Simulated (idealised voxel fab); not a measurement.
The process module presented herein is designated voxel capacitor over wiring.
Square cell edge 5 nm, section width 195 nm, ID cut.
If you're reading a cross-section in this doc, picture square cells in a grid; it comes to you as bands, top ones listed first down to the bottom, and a band can be one or more rows of cells.
The entry gives the band's vertical extent as a top height and a bottom height in nm, then its horizontal make-up as materials from left to right, each with a width in nm. "empty" stands for empty space; a single material marked "everywhere" fills the band edge to edge.
Heads up on the height convention: 0 is the point under which the incoming wafer is all one material, and the lowest band has no bottom, it just keeps going down, like "0..down".
Per-row width for "30..40": begins at first number (top row of band), ends at second number (bottom row), increment between rows held constant.
The designation "no modification", where it is given for a processing step, indicates that no cell of the cross-section was altered in the course of that step.
Enclosed voids (no open way to top), threshold 8 cells or more, entry "Closed void listing", notation width x height at distance, distance from left edge, nm.
It should be noted that, on the line of a given step, the content following the step's settings is a remark produced by the simulator itself with respect to that step.
"overlay nm" denotes, for a step that has a mask, the displacement of the mask to the right of its planned place, with negative values corresponding to the left.
## Planned process steps
1 RECEIVE, material Si
2 CONFORMAL_DEP, material SiO2, thk nm 10
3 CONFORMAL_DEP, material SiN, thk nm 5
4 DIRECTIONAL_DEP, material lowk, thk nm 15
5 PATTERN, tone open, mask id METAL_1, material resist, width nm 25, pitch nm 95, thk nm 20, overlay nm 0
6 DIRECTIONAL_ETCH, etch materials lowk, depth nm 15
7 DIRECTIONAL_ETCH, etch materials SiN, depth nm 5
8 STRIP, etch materials resist
9 CONFORMAL_DEP, material TiN, thk nm 5
10 FILL_DEP, material Cu, thk nm 5
11 CMP, height nm 30
12 CONFORMAL_DEP, material SiCN, thk nm 5
13 DIRECTIONAL_DEP, material SiO2, thk nm 15
14 MASKED_ETCH, tone open, mask id PLUG_1, width nm 15, etch materials SiO2, depth nm 15, overlay nm 0
15 MASKED_ETCH, tone open, mask id PLUG_1, width nm 15, etch materials SiCN, depth nm 5, overlay nm 0
16 CONFORMAL_DEP, material TiN, thk nm 5
17 FILL_DEP, material Cu, thk nm 5
18 CMP, height nm 50
19 DIRECTIONAL_DEP, material TiN, thk nm 10
20 DIRECTIONAL_DEP, material HfO2, thk nm 5
21 DIRECTIONAL_DEP, material TiN, thk nm 5
22 DIRECTIONAL_DEP, material aC, thk nm 15
23 PATTERN, tone cover, mask id UPPER_PLATE, material resist, width nm 75, thk nm 30, overlay nm 0
24 DIRECTIONAL_ETCH, etch materials aC, depth nm 15
25 STRIP, etch materials resist
26 DIRECTIONAL_ETCH, etch materials TiN, depth nm 5
27 DIRECTIONAL_ETCH, etch materials HfO2, depth nm 5
28 STRIP, etch materials aC
29 PATTERN, tone cover, mask id LOWER_PLATE, material resist, width nm 85, thk nm 15, overlay nm 0
30 DIRECTIONAL_ETCH, etch materials TiN, depth nm 10
31 STRIP, etch materials resist
32 FILL_DEP, material SiO2, thk nm 15
33 CMP, height nm 80
34 PATTERN, tone open, mask id PLUG_2, material resist, width nm 15, thk nm 20, overlay nm 0
35 DIRECTIONAL_ETCH, etch materials SiO2, depth nm 10
36 STRIP, etch materials resist
37 CONFORMAL_DEP, material TiN, thk nm 5
38 FILL_DEP, material W, thk nm 5
39 CMP, height nm 80
40 CONFORMAL_DEP, material SiCN, thk nm 5
## Cross-sectional view of the wafer in its as-received condition, corresponding to the state after step 1
> 0..down  Si everywhere
> Closed void listing: none
## Figure: cross-sectional view of the wafer upon completion of the module, processed from the initial state and according to the plan depicted above, with one error introduced during execution
> 85..80  SiCN everywhere
> 80..75  SiO2: 55, TiN: 5, W: 5, TiN: 5, SiO2: 125
> 75..65  SiO2: 55..45, TiN: 15..75, SiO2: 125..75
> 65..60  SiO2: 45, HfO2: 75, SiO2: 75
> 60..50  SiO2: 40, TiN: 85, SiO2: 70
> 50..35  SiO2: 50, Cu: 5, SiO2: 140
> 35..30  SiCN: 45, SiO2: 15, SiCN: 135
> 30..15  lowk: 35, TiN: 5, Cu: 15, TiN: 5, lowk: 70, TiN: 5, Cu: 15, TiN: 5, lowk: 40
> 15..10  SiN: 35, TiN: 25, SiN: 70, TiN: 25, SiN: 40
> 10..0  SiO2 everywhere
> 0..down  Si everywhere
> Closed void listing: none
Run error: not per plan at step 16, really ran CONFORMAL_DEP, material SiO2, thk nm 5
